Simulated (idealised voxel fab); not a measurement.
Module name: voxel self aligned vias (process module)
Xsec cut, 285 nm wide, square cell size 5 nm.
Cross-section format: a grid of square cells, given as bands from top to bottom; each band is one or more rows of cells.
Top height, bottom height, nm. Materials left to right, width each, nm. Single material + "full width" = fills band edge to edge. "air" = empty.
Heights are measured from 0, the level below which the as-received wafer is all one material; the lowest band has no bottom and continues downward, written as in "from 0 down".
Width spec "30..40" -> top row of cells at first value, bottom row at second value, equal per-row change in between.
Take "nothing different" at face value: in the step it is given for, the cross-section changed in none of its cells.
Entry "Closed internal cavities". Content: empty spaces with no open connection to the top, size 8 cells or greater. Each: width x height at distance. Distance: from left edge. Unit: nm.
Where a step's line continues beyond its settings, the continuation is a remark by the simulator itself on that step.
"overlay nm" denotes, for a step that has a mask, the displacement of the mask to the right of its planned place, with negative values corresponding to the left.

Planned step list for the process
1. op RECEIVE | material Si
2. op CONFORMAL_DEP | material SiO2 | thk nm 10
3. op CONFORMAL_DEP | material SiCN | thk nm 5
4. op DIRECTIONAL_DEP | material SiO2 | thk nm 25
5. op DIRECTIONAL_DEP | material aC | thk nm 10
6. op PATTERN | tone open | mask id LINES | material resist | width nm 30 | pitch nm 75 | thk nm 30 | overlay nm 0
7. op DIRECTIONAL_ETCH | etch materials aC | depth nm 10
8. op STRIP | etch materials resist
9. op DIRECTIONAL_ETCH | etch materials SiO2 | depth nm 25
10. op STRIP | etch materials aC
11. op CONFORMAL_DEP | material TiN | thk nm 5
12. op FILL_DEP | material Ru | thk nm 10
13. op CMP | height nm 40
14. op SELECTIVE_ETCH | etch materials W Ru TiN | depth nm 10
15. op FILL_DEP | material SiN | thk nm 10
16. op CMP | height nm 40
17. op DIRECTIONAL_DEP | material SiO2 | thk nm 15
18. op PATTERN | tone open | mask id VIAS | material resist | width nm 50 | thk nm 15 | overlay nm 0
19. op DIRECTIONAL_ETCH | etch materials SiO2 | depth nm 15
20. op DIRECTIONAL_ETCH | etch materials SiN | depth nm 10
21. op STRIP | etch materials resist
22. op CONFORMAL_DEP | material TiN | thk nm 5
23. op FILL_DEP | material Ru | thk nm 10
24. op CMP | height nm 55
25. op CONFORMAL_DEP | material SiCN | thk nm 5

The first of the two wafers, which ran as planned

Cross-section of the wafer at receipt, which is the condition after step 1
    from 0 down  Si full width
    Closed internal cavities: none

Cross-section of the wafer after step 2
    from 10 to 0  SiO2 full width
    Below 0 it's all the same as before, nothing changed down there.

Cross-section of the wafer after step 3
    from 15 to 10  SiCN full width
    Below 10 it's all the same as before, nothing changed down there.

Cross-section of the wafer after step 4
    from 40 to 15  SiO2 full width
    Below 15 it's all the same as before, nothing changed down there.

Cross-section of the wafer after step 5
    from 50 to 40  aC full width
    Below 40 it's all the same as before, nothing changed down there.

Cross-section of the wafer after step 6
    from 80 to 50  resist=90 | air=30 | resist=45 | air=30 | resist=90
    Below 50 it's all the same as before, nothing changed down there.

Cross-section of the wafer after step 7
    from 70 to 50  resist=90 | air=30 | resist=45 | air=30 | resist=90
    from 50 to 40  aC=90 | air=30 | aC=45 | air=30 | aC=90
    Below 40 it's all the same as before, nothing changed down there.

Cross-section of the wafer after step 8
    from 50 to 40  aC=90 | air=30 | aC=45 | air=30 | aC=90
    Below 40 it's all the same as before, nothing changed down there.

Cross-section of the wafer after step 9
    from 50 to 40  aC=90 | air=30 | aC=45 | air=30 | aC=90
    from 40 to 15  SiO2=90 | air=30 | SiO2=45 | air=30 | SiO2=90
    Below 15 it's all the same as before, nothing changed down there.

Cross-section of the wafer after step 10
    from 40 to 15  SiO2=90 | air=30 | SiO2=45 | air=30 | SiO2=90
    Below 15 it's all the same as before, nothing changed down there.

Cross-section of the wafer after step 11
    from 45 to 40  TiN=95 | air=20 | TiN=55 | air=20 | TiN=95
    from 40 to 20  SiO2=90 | TiN=5 | air=20 | TiN=5 | SiO2=45 | TiN=5 | air=20 | TiN=5 | SiO2=90
    from 20 to 15  SiO2=90 | TiN=30 | SiO2=45 | TiN=30 | SiO2=90
    Below 15 it's all the same as before, nothing changed down there.

Cross-section of the wafer after step 12
    from 55 to 45  Ru full width
    from 45 to 40  TiN=95 | Ru=20 | TiN=55 | Ru=20 | TiN=95
    from 40 to 20  SiO2=90 | TiN=5 | Ru=20 | TiN=5 | SiO2=45 | TiN=5 | Ru=20 | TiN=5 | SiO2=90
    Below 20 it's all the same as before, nothing changed down there.

Cross-section of the wafer after step 13
    from 40 to 20  SiO2=90 | TiN=5 | Ru=20 | TiN=5 | SiO2=45 | TiN=5 | Ru=20 | TiN=5 | SiO2=90
    Below 20 it's all the same as before, nothing changed down there.

Cross-section of the wafer after step 14
    from 40 to 30  SiO2=90 | air=30 | SiO2=45 | air=30 | SiO2=90
    Below 30 it's all the same as before, nothing changed down there.

Cross-section of the wafer after step 15
    from 50 to 40  SiN full width
    from 40 to 30  SiO2=90 | SiN=30 | SiO2=45 | SiN=30 | SiO2=90
    Below 30 it's all the same as before, nothing changed down there.

Cross-section of the wafer after step 16
    from 40 to 30  SiO2=90 | SiN=30 | SiO2=45 | SiN=30 | SiO2=90
    Below 30 it's all the same as before, nothing changed down there.

Cross-section of the wafer after step 17
    from 55 to 40  SiO2 full width
    Below 40 it's all the same as before, nothing changed down there.

Cross-section of the wafer after step 18
    from 70 to 55  resist=80 | air=50 | resist=155
    Below 55 it's all the same as before, nothing changed down there.

Cross-section of the wafer after step 19
    from 70 to 55  resist=80 | air=50 | resist=155
    from 55 to 40  SiO2=80 | air=50 | SiO2=155
    Below 40 it's all the same as before, nothing changed down there.

Cross-section of the wafer after step 20
    from 70 to 55  resist=80 | air=50 | resist=155
    from 55 to 40  SiO2=80 | air=50 | SiO2=155
    from 40 to 30  SiO2=90 | air=30 | SiO2=45 | SiN=30 | SiO2=90
    Below 30 it's all the same as before, nothing changed down there.

Cross-section of the wafer after step 21
    from 55 to 40  SiO2=80 | air=50 | SiO2=155
    Below 40 it's all the same as before, nothing changed down there.

Cross-section of the wafer after step 22
    from 60 to 55  TiN=85 | air=40 | TiN=160
    from 55 to 45  SiO2=80 | TiN=5 | air=40 | TiN=5 | SiO2=155
    from 45 to 40  SiO2=80 | TiN=15 | air=20 | TiN=15 | SiO2=155
    from 40 to 35  SiO2=90 | TiN=5 | air=20 | TiN=5 | SiO2=45 | SiN=30 | SiO2=90
    from 35 to 30  SiO2=90 | TiN=30 | SiO2=45 | SiN=30 | SiO2=90
    Below 30 it's all the same as before, nothing changed down there.

Cross-section of the wafer after step 23
    from 70 to 60  Ru full width
    from 60 to 55  TiN=85 | Ru=40 | TiN=160
    from 55 to 45  SiO2=80 | TiN=5 | Ru=40 | TiN=5 | SiO2=155
    from 45 to 40  SiO2=80 | TiN=15 | Ru=20 | TiN=15 | SiO2=155
    from 40 to 35  SiO2=90 | TiN=5 | Ru=20 | TiN=5 | SiO2=45 | SiN=30 | SiO2=90
    Below 35 it's all the same as before, nothing changed down there.

Cross-section of the wafer after step 24
    from 55 to 45  SiO2=80 | TiN=5 | Ru=40 | TiN=5 | SiO2=155
    Below 45 it's all the same as before, nothing changed down there.

Cross-section of the wafer after step 25
    from 60 to 55  SiCN full width
    Below 55 it's all the same as before, nothing changed down there.

Wafer two: like wafer one in start and plan, but with one mistake in execution; identical up to and including step 17

Second wafer, cut view, end of step 18 per plan
    from 70 to 55  resist=70 | air=50 | resist=165
    Below 55 it's all the same as before, nothing changed down there.

Second wafer, cut view, end of step 19 per plan
    from 70 to 55  resist=70 | air=50 | resist=165
    from 55 to 40  SiO2=70 | air=50 | SiO2=165
    Below 40 it's all the same as before, nothing changed down there.

Second wafer, cut view, end of step 20 per plan
    from 70 to 55  resist=70 | air=50 | resist=165
    from 55 to 40  SiO2=70 | air=50 | SiO2=165
    from 40 to 30  SiO2=90 | air=30 | SiO2=45 | SiN=30 | SiO2=90
    Below 30 it's all the same as before, nothing changed down there.

Second wafer, cut view, end of step 21 per plan
    from 55 to 40  SiO2=70 | air=50 | SiO2=165
    Below 40 it's all the same as before, nothing changed down there.

Second wafer, cut view, end of step 22 per plan
    from 60 to 55  TiN=75 | air=40 | TiN=170
    from 55 to 45  SiO2=70 | TiN=5 | air=40 | TiN=5 | SiO2=165
    from 45 to 40  SiO2=70 | TiN=25 | air=20 | TiN=5 | SiO2=165
    from 40 to 35  SiO2=90 | TiN=5 | air=20 | TiN=5 | SiO2=45 | SiN=30 | SiO2=90
    from 35 to 30  SiO2=90 | TiN=30 | SiO2=45 | SiN=30 | SiO2=90
    Below 30 it's all the same as before, nothing changed down there.

Second wafer, cut view, end of step 23 per plan
    from 70 to 60  Ru full width
    from 60 to 55  TiN=75 | Ru=40 | TiN=170
    from 55 to 45  SiO2=70 | TiN=5 | Ru=40 | TiN=5 | SiO2=165
    from 45 to 40  SiO2=70 | TiN=25 | Ru=20 | TiN=5 | SiO2=165
    from 40 to 35  SiO2=90 | TiN=5 | Ru=20 | TiN=5 | SiO2=45 | SiN=30 | SiO2=90
    Below 35 it's all the same as before, nothing changed down there.

Second wafer, cut view, end of step 24 per plan
    from 55 to 45  SiO2=70 | TiN=5 | Ru=40 | TiN=5 | SiO2=165
    Below 45 it's all the same as before, nothing changed down there.

Second wafer, cut view, end of step 25 per plan
    from 60 to 55  SiCN full width
    Below 55 it's all the same as before, nothing changed down there.
Plan not followed: in deviation from the planned setting, step 18 was conducted as op PATTERN | tone open | mask id VIAS | material resist | width nm 50 | thk nm 15 | overlay nm -10
Tallied in cells, the final second wafer holds each material in the same quantity as the first, although not at the same places.
